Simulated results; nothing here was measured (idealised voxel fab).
The name of this process module is voxel plated lines.
Displayed cross-section: cut, width of 300 nm, square cells sized 5 nm.
For the purposes of this document, a cross-section shall be understood as a grid of square cells, specified as bands listed in top-to-bottom order, each band consisting of one or more rows of cells.
Band entry format. Leading values: height of top, height of bottom, nm. Remainder: materials in left-to-right order, each with its width in nm. Special words: "full width" on a single material, which then fills the band edge to edge; "blank", empty space.
All heights in this document are referenced to 0, defined as the level beneath which the wafer, as received, consists entirely of one material. The lowest band is not bounded below; it extends indefinitely downward and is written in the form "0 and below".
It should be noted that a width expressed as "30->40" varies in equal increments from row to row of cells within the band, taking the value of the first number at the top row and that of the second number at the bottom row.
No cell of the cross-section changed in a step that is given as "nothing altered".
You'll see "Sealed internal voids" listing empty spaces that have no way open to the top, as long as they're 8 cells or more; the notation is width x height at distance, where the distance is from the left edge, and all of it is in nm.
after a step's settings: what the simulator itself notes on the step
overlay nm: right-of-plan distance of the mask on a masked step; negative values mean left-of-plan.
## Intended process steps
1 RECEIVE,material Si
2 CONFORMAL_DEP,material Al2O3,thk nm 15
3 DIRECTIONAL_DEP,material TiN,thk nm 5
4 PATTERN,tone open,mask id LINES,material resist,width nm 25,pitch nm 55,thk nm 35,overlay nm 0
5 EPI,material Ru,thk nm 5
6 EPI,material Ru,thk nm 5
7 EPI,material Ru,thk nm 5
8 STRIP,etch materials resist
9 DIRECTIONAL_ETCH,etch materials TiN,depth nm 5
10 CONFORMAL_DEP,material SiN,thk nm 10
## first wafer, as planned
## Received-state cross-section, reflecting completion of step 1
  0 and below  Si full width
  Sealed internal voids: none
## after step 2
  15 down to 0  Al2O3 full width
  Unchanged below 0.
## after step 3
  20 down to 15  TiN full width
  Unchanged below 15.
## after step 4
  55 down to 20  resist 110 nm, then blank 25 nm, then resist 30 nm, then blank 25 nm, then resist 110 nm
  Unchanged below 20.
## after step 5
  55 down to 25  resist 110 nm, then blank 25 nm, then resist 30 nm, then blank 25 nm, then resist 110 nm
  25 down to 20  resist 110 nm, then Ru 25 nm, then resist 30 nm, then Ru 25 nm, then resist 110 nm
  Unchanged below 20.
## after step 6
  55 down to 30  resist 110 nm, then blank 25 nm, then resist 30 nm, then blank 25 nm, then resist 110 nm
  30 down to 20  resist 110 nm, then Ru 25 nm, then resist 30 nm, then Ru 25 nm, then resist 110 nm
  Unchanged below 20.
## after step 7
  55 down to 35  resist 110 nm, then blank 25 nm, then resist 30 nm, then blank 25 nm, then resist 110 nm
  35 down to 20  resist 110 nm, then Ru 25 nm, then resist 30 nm, then Ru 25 nm, then resist 110 nm
  Unchanged below 20.
## after step 8
  35 down to 20  blank 110 nm, then Ru 25 nm, then blank 30 nm, then Ru 25 nm, then blank 110 nm
  Unchanged below 20.
## after step 9
  35 down to 20  blank 110 nm, then Ru 25 nm, then blank 30 nm, then Ru 25 nm, then blank 110 nm
  20 down to 15  blank 110 nm, then TiN 25 nm, then blank 30 nm, then TiN 25 nm, then blank 110 nm
  Unchanged below 15.
## after step 10
  45 down to 35  blank 100 nm, then SiN 45 nm, then blank 10 nm, then SiN 45 nm, then blank 100 nm
  35 down to 25  blank 100 nm, then SiN 10 nm, then Ru 25 nm, then SiN 10 nm, then blank 10 nm, then SiN 10 nm, then Ru 25 nm, then SiN 10 nm, then blank 100 nm
  25 down to 20  SiN 110 nm, then Ru 25 nm, then SiN 30 nm, then Ru 25 nm, then SiN 110 nm
  20 down to 15  SiN 110 nm, then TiN 25 nm, then SiN 30 nm, then TiN 25 nm, then SiN 110 nm
  Unchanged below 15.
## The remaining wafer, second of the two, started like the first and was run to the same plan, except that one mistake was made along the way; the two coincide through step 3, inclusive
## What the second wafer looks like in cross-section when step 4 should have wrapped up
  55 down to 20  resist 115 nm, then blank 15 nm, then resist 40 nm, then blank 15 nm, then resist 115 nm
  Unchanged below 20.
## What the second wafer looks like in cross-section when step 5 should have wrapped up
  55 down to 25  resist 115 nm, then blank 15 nm, then resist 40 nm, then blank 15 nm, then resist 115 nm
  25 down to 20  resist 115 nm, then Ru 15 nm, then resist 40 nm, then Ru 15 nm, then resist 115 nm
  Unchanged below 20.
## What the second wafer looks like in cross-section when step 6 should have wrapped up
  55 down to 30  resist 115 nm, then blank 15 nm, then resist 40 nm, then blank 15 nm, then resist 115 nm
  30 down to 20  resist 115 nm, then Ru 15 nm, then resist 40 nm, then Ru 15 nm, then resist 115 nm
  Unchanged below 20.
## What the second wafer looks like in cross-section when step 7 should have wrapped up
  55 down to 35  resist 115 nm, then blank 15 nm, then resist 40 nm, then blank 15 nm, then resist 115 nm
  35 down to 20  resist 115 nm, then Ru 15 nm, then resist 40 nm, then Ru 15 nm, then resist 115 nm
  Unchanged below 20.
## What the second wafer looks like in cross-section when step 8 should have wrapped up
  35 down to 20  blank 115 nm, then Ru 15 nm, then blank 40 nm, then Ru 15 nm, then blank 115 nm
  Unchanged below 20.
## What the second wafer looks like in cross-section when step 9 should have wrapped up
  35 down to 20  blank 115 nm, then Ru 15 nm, then blank 40 nm, then Ru 15 nm, then blank 115 nm
  20 down to 15  blank 115 nm, then TiN 15 nm, then blank 40 nm, then TiN 15 nm, then blank 115 nm
  Unchanged below 15.
## What the second wafer looks like in cross-section when step 10 should have wrapped up
  45 down to 35  blank 105 nm, then SiN 35 nm, then blank 20 nm, then SiN 35 nm, then blank 105 nm
  35 down to 25  blank 105 nm, then SiN 10 nm, then Ru 15 nm, then SiN 10 nm, then blank 20 nm, then SiN 10 nm, then Ru 15 nm, then SiN 10 nm, then blank 105 nm
  25 down to 20  SiN 115 nm, then Ru 15 nm, then SiN 40 nm, then Ru 15 nm, then SiN 115 nm
  20 down to 15  SiN 115 nm, then TiN 15 nm, then SiN 40 nm, then TiN 15 nm, then SiN 115 nm
  Unchanged below 15.
What went wrong in running the wafer? for step 4, the planned setting was not used; the step was instead run as PATTERN,tone open,mask id LINES,material resist,width nm 15,pitch nm 55,thk nm 35,overlay nm 0
In the final state, the cell counts of the second wafer exceed or fall short of those of the first for the following materials: -12 Ru; -4 TiN
